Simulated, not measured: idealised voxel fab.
Proc. module: voxel released beams
The cross-section shown here is cut; it is 255 nm wide and divided into square cells measuring 5 nm on a side.
Bands, listed from the top down, are how a cross-section gets written in this document; the cross-section itself is a grid of square cells, and a band is one or more rows of them. Heights first: top, then bottom, in nm. Then materials, left to right, each with a width in nm. "edge to edge" on a single material: fills the band edge to edge. "empty": empty space. Height datum 0, below which the as-received substrate wafer is one material. Lowest band open at the bottom, running downward: "0 and below". Note: "30->40" means the width goes from the first number (top row of the band) to the second number (bottom row) in equal steps per row of cells. Step marked "all unchanged"? Then no cell in the cross-section changed in it. This entry, "Non-vented voids", enumerates those empty regions of no fewer than 8 cells that possess no open connection to the top. Each region is reported in the form width x height at distance, the distance being taken from the left edge, with all three quantities expressed in nm. On each step's line, the part that comes after the settings is the simulator's own comment on the step. When a step includes a mask, the "overlay nm" setting on its line states how far to the right of its planned place that mask lay, and negative values state how far to the left.
**Steps planned for the process**
| 1 | RECEIVE (material Si) |
| 2 | CONFORMAL_DEP (material SiN; thk nm 5) |
| 3 | DIRECTIONAL_DEP (material SiO2; thk nm 20) |
| 4 | MASKED_ETCH (tone open; mask id ANCHOR; width nm 35; etch materials SiO2; depth nm 20; overlay nm 0) |
| 5 | CONFORMAL_DEP (material W; thk nm 10) |
| 6 | DIRECTIONAL_DEP (material aC; thk nm 15) |
| 7 | PATTERN (tone cover; mask id BEAM; material resist; width nm 85; thk nm 30; overlay nm 0) |
| 8 | DIRECTIONAL_ETCH (etch materials aC; depth nm 15) |
| 9 | STRIP (etch materials resist) |
| 10 | DIRECTIONAL_ETCH (etch materials W; depth nm 10) |
| 11 | STRIP (etch materials aC) |
| 12 | STRIP (etch materials SiO2) |
**First out of two wafers; run went to plan**
**Shown in cross-section is the wafer as received, that is, as it stands after step 1**
    0 and below: Si edge to edge
    Non-vented voids: none
**The wafer, seen in cross-section, after step 2**
    5 down to 0: SiN edge to edge
    below 0: unchanged
**The wafer, seen in cross-section, after step 3**
    25 down to 5: SiO2 edge to edge
    below 5: unchanged
**The wafer, seen in cross-section, after step 4**
    25 down to 5: 85 of SiO2; 35 of empty; 135 of SiO2
    below 5: unchanged
**The wafer, seen in cross-section, after step 5**
    35 down to 25: 95 of W; 15 of empty; 145 of W
    25 down to 15: 85 of SiO2; 10 of W; 15 of empty; 10 of W; 135 of SiO2
    15 down to 5: 85 of SiO2; 35 of W; 135 of SiO2
    below 5: unchanged
**The wafer, seen in cross-section, after step 6**
    50 down to 35: 95 of aC; 15 of empty; 145 of aC
    35 down to 30: 95 of W; 15 of empty; 145 of W
    30 down to 25: 95 of W; 15 of aC; 145 of W
    25 down to 15: 85 of SiO2; 10 of W; 15 of aC; 10 of W; 135 of SiO2
    below 15: unchanged
**The wafer, seen in cross-section, after step 7**
    80 down to 50: 80 of empty; 85 of resist; 90 of empty
    50 down to 35: 95 of aC; 15 of resist; 145 of aC
    35 down to 30: 95 of W; 15 of resist; 145 of W
    below 30: unchanged
**The wafer, seen in cross-section, after step 8**
    65 down to 50: 80 of empty; 85 of resist; 90 of empty
    50 down to 35: 80 of empty; 15 of aC; 15 of resist; 55 of aC; 90 of empty
    below 35: unchanged
**The wafer, seen in cross-section, after step 9**
    50 down to 35: 80 of empty; 15 of aC; 15 of empty; 55 of aC; 90 of empty
    35 down to 30: 95 of W; 15 of empty; 145 of W
    below 30: unchanged
**The wafer, seen in cross-section, after step 10**
    50 down to 35: 80 of empty; 15 of aC; 15 of empty; 55 of aC; 90 of empty
    35 down to 30: 80 of empty; 15 of W; 15 of empty; 55 of W; 90 of empty
    30 down to 25: 80 of empty; 15 of W; 15 of aC; 55 of W; 90 of empty
    below 25: unchanged
**The wafer, seen in cross-section, after step 11**
    35 down to 25: 80 of empty; 15 of W; 15 of empty; 55 of W; 90 of empty
    25 down to 15: 85 of SiO2; 10 of W; 15 of empty; 10 of W; 135 of SiO2
    below 15: unchanged
**The wafer, seen in cross-section, after step 12**
    35 down to 25: 80 of empty; 15 of W; 15 of empty; 55 of W; 90 of empty
    25 down to 15: 85 of empty; 10 of W; 15 of empty; 10 of W; 135 of empty
    15 down to 5: 85 of empty; 35 of W; 135 of empty
    below 5: unchanged
**The second wafer was prepared from the same starting point and under the same plan as the first; its processing contained one mistake, and it remains indistinguishable from the first wafer up to and including step 1**
**Second wafer, sectioned view, at step 2's planned end time**
    20 down to 0: SiO2 edge to edge
    below 0: unchanged
**Second wafer, sectioned view, at step 3's planned end time**
    25 down to 20: SiN edge to edge
    below 20: unchanged
Second wafer, sectioned view, at step 4's planned end time: all unchanged
**Second wafer, sectioned view, at step 5's planned end time**
    35 down to 25: W edge to edge
    below 25: unchanged
**Second wafer, sectioned view, at step 6's planned end time**
    50 down to 35: aC edge to edge
    below 35: unchanged
**Second wafer, sectioned view, at step 7's planned end time**
    80 down to 50: 80 of empty; 85 of resist; 90 of empty
    below 50: unchanged
**Second wafer, sectioned view, at step 8's planned end time**
    65 down to 50: 80 of empty; 85 of resist; 90 of empty
    50 down to 35: 80 of empty; 85 of aC; 90 of empty
    below 35: unchanged
**Second wafer, sectioned view, at step 9's planned end time**
    50 down to 35: 80 of empty; 85 of aC; 90 of empty
    below 35: unchanged
**Second wafer, sectioned view, at step 10's planned end time**
    50 down to 35: 80 of empty; 85 of aC; 90 of empty
    35 down to 25: 80 of empty; 85 of W; 90 of empty
    below 25: unchanged
**Second wafer, sectioned view, at step 11's planned end time**
    35 down to 25: 80 of empty; 85 of W; 90 of empty
    below 25: unchanged
Second wafer, sectioned view, at step 12's planned end time: all unchanged
What broke from the plan during processing? the intended sequence of steps 2 and 3 was reversed during processing, with each occupying the position of the other
Looking at both finished wafers in cells, the second ends up ahead of or behind the first on some materials: SiO2: 204 more | W: 16 fewer
